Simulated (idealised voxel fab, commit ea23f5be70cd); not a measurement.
Module name: voxel released beams (process module)
For reference, the cross-section in this document is cut, with width 170 nm and square cells of 5 nm.
Square cells in a grid make up a cross-section in this document, and the grid is given as bands, listed from the top down, each one or more rows of cells.
The entry gives the band's vertical extent as a top height and a bottom height in nm, then its horizontal make-up as materials from left to right, each with a width in nm. "air" stands for empty space; a single material marked "everywhere" fills the band edge to edge.
Below 0: as-received wafer, all one material; heights counted from there. Lowest band: no bottom, goes on down, written "0 and below".
Width: "30 to 40" (first number = top row, second number = bottom row, same change from row to row of cells).
Any step labelled "left unchanged" changed none of the cells in the cross-section.
Each empty space that has no open way to the top and spans at least 8 cells appears under "Catalogued sealed voids" as width x height at distance, the distance counted from the left edge, all in nm.
Note: text after step settings on the step line = simulator remark on that step.
A step's line can hold "overlay nm"; with a mask on that step, the setting says how far right of the planned place the mask lay, while a negative setting says it lay to the left.
Below is the list of planned process steps:
1) RECEIVE: material Si
2) CONFORMAL_DEP: material SiN, thk nm 5
3) DIRECTIONAL_DEP: material SiO2, thk nm 10
4) DIRECTIONAL_DEP: material aC, thk nm 10
5) PATTERN: tone open, mask id ANCHOR, material resist, width nm 25, thk nm 25, overlay nm 0
6) DIRECTIONAL_ETCH: etch materials aC, depth nm 10
7) STRIP: etch materials resist
8) DIRECTIONAL_ETCH: etch materials SiO2, depth nm 10
9) STRIP: etch materials aC
10) CONFORMAL_DEP: material TiN, thk nm 10
11) DIRECTIONAL_DEP: material aC, thk nm 15
12) PATTERN: tone cover, mask id BEAM, material resist, width nm 85, thk nm 35, overlay nm 0
13) DIRECTIONAL_ETCH: etch materials aC, depth nm 15
14) STRIP: etch materials resist
15) DIRECTIONAL_ETCH: etch materials TiN, depth nm 10
16) STRIP: etch materials aC
17) STRIP: etch materials SiO2
First wafer, two in total, run as planned:
as received, after step 1:
    0 and below | Si everywhere
    Catalogued sealed voids: none
Sectional view: wafer, after step 2:
    5 down to 0 | SiN everywhere
    Anything lower than 0 is untouched.
Sectional view: wafer, after step 3:
    15 down to 5 | SiO2 everywhere
    Anything lower than 5 is untouched.
Sectional view: wafer, after step 4:
    25 down to 15 | aC everywhere
    Anything lower than 15 is untouched.
Sectional view: wafer, after step 5:
    50 down to 25 | 45 of resist  25 of air  100 of resist
    Anything lower than 25 is untouched.
Sectional view: wafer, after step 6:
    40 down to 25 | 45 of resist  25 of air  100 of resist
    25 down to 15 | 45 of aC  25 of air  100 of aC
    Anything lower than 15 is untouched.
Sectional view: wafer, after step 7:
    25 down to 15 | 45 of aC  25 of air  100 of aC
    Anything lower than 15 is untouched.
Sectional view: wafer, after step 8:
    25 down to 15 | 45 of aC  25 of air  100 of aC
    15 down to 5 | 45 of SiO2  25 of air  100 of SiO2
    Anything lower than 5 is untouched.
Sectional view: wafer, after step 9:
    15 down to 5 | 45 of SiO2  25 of air  100 of SiO2
    Anything lower than 5 is untouched.
Sectional view: wafer, after step 10:
    25 down to 15 | 55 of TiN  5 of air  110 of TiN
    15 down to 5 | 45 of SiO2  25 of TiN  100 of SiO2
    Anything lower than 5 is untouched.
Sectional view: wafer, after step 11:
    40 down to 30 | 55 of aC  5 of air  110 of aC
    30 down to 25 | aC everywhere
    25 down to 15 | 55 of TiN  5 of aC  110 of TiN
    Anything lower than 15 is untouched.
Sectional view: wafer, after step 12:
    75 down to 40 | 40 of air  85 of resist  45 of air
    40 down to 30 | 55 of aC  5 of resist  110 of aC
    Anything lower than 30 is untouched.
Sectional view: wafer, after step 13:
    60 down to 40 | 40 of air  85 of resist  45 of air
    40 down to 30 | 40 of air  15 of aC  5 of resist  65 of aC  45 of air
    30 down to 25 | 40 of air  85 of aC  45 of air
    Anything lower than 25 is untouched.
Sectional view: wafer, after step 14:
    40 down to 30 | 40 of air  15 of aC  5 of air  65 of aC  45 of air
    Anything lower than 30 is untouched.
Sectional view: wafer, after step 15:
    40 down to 30 | 40 of air  15 of aC  5 of air  65 of aC  45 of air
    30 down to 25 | 40 of air  85 of aC  45 of air
    25 down to 15 | 40 of air  15 of TiN  5 of aC  65 of TiN  45 of air
    Anything lower than 15 is untouched.
Sectional view: wafer, after step 16:
    25 down to 15 | 40 of air  15 of TiN  5 of air  65 of TiN  45 of air
    Anything lower than 15 is untouched.
Sectional view: wafer, after step 17:
    25 down to 15 | 40 of air  15 of TiN  5 of air  65 of TiN  45 of air
    15 down to 5 | 45 of air  25 of TiN  100 of air
    Anything lower than 5 is untouched.
Second wafer, same starting state and plan as the first, one mistake in the run, identical through step 4:
Second wafer, cross-section, planned end of step 5:
    50 down to 25 | 50 of resist  15 of air  105 of resist
    Anything lower than 25 is untouched.
Second wafer, cross-section, planned end of step 6:
    40 down to 25 | 50 of resist  15 of air  105 of resist
    25 down to 15 | 50 of aC  15 of air  105 of aC
    Anything lower than 15 is untouched.
Second wafer, cross-section, planned end of step 7:
    25 down to 15 | 50 of aC  15 of air  105 of aC
    Anything lower than 15 is untouched.
Second wafer, cross-section, planned end of step 8:
    25 down to 15 | 50 of aC  15 of air  105 of aC
    15 down to 5 | 50 of SiO2  15 of air  105 of SiO2
    Anything lower than 5 is untouched.
Second wafer, cross-section, planned end of step 9:
    15 down to 5 | 50 of SiO2  15 of air  105 of SiO2
    Anything lower than 5 is untouched.
Second wafer, cross-section, planned end of step 10:
    25 down to 15 | TiN everywhere
    15 down to 5 | 50 of SiO2  15 of TiN  105 of SiO2
    Anything lower than 5 is untouched.
Second wafer, cross-section, planned end of step 11:
    40 down to 25 | aC everywhere
    Anything lower than 25 is untouched.
Second wafer, cross-section, planned end of step 12:
    75 down to 40 | 40 of air  85 of resist  45 of air
    Anything lower than 40 is untouched.
Second wafer, cross-section, planned end of step 13:
    60 down to 40 | 40 of air  85 of resist  45 of air
    40 down to 25 | 40 of air  85 of aC  45 of air
    Anything lower than 25 is untouched.
Second wafer, cross-section, planned end of step 14:
    40 down to 25 | 40 of air  85 of aC  45 of air
    Anything lower than 25 is untouched.
Second wafer, cross-section, planned end of step 15:
    40 down to 25 | 40 of air  85 of aC  45 of air
    25 down to 15 | 40 of air  85 of TiN  45 of air
    Anything lower than 15 is untouched.
Second wafer, cross-section, planned end of step 16:
    25 down to 15 | 40 of air  85 of TiN  45 of air
    Anything lower than 15 is untouched.
Second wafer, cross-section, planned end of step 17:
    25 down to 15 | 40 of air  85 of TiN  45 of air
    15 down to 5 | 50 of air  15 of TiN  105 of air
    Anything lower than 5 is untouched.
What was done differently from what was planned? step 5, actual vs plan mismatch, actual run PATTERN: tone open, mask id ANCHOR, material resist, width nm 15, thk nm 25, overlay nm 0
Bottom line after processing is that, in cells, the second wafer is up or down on some materials versus the first: TiN: 2 fewer
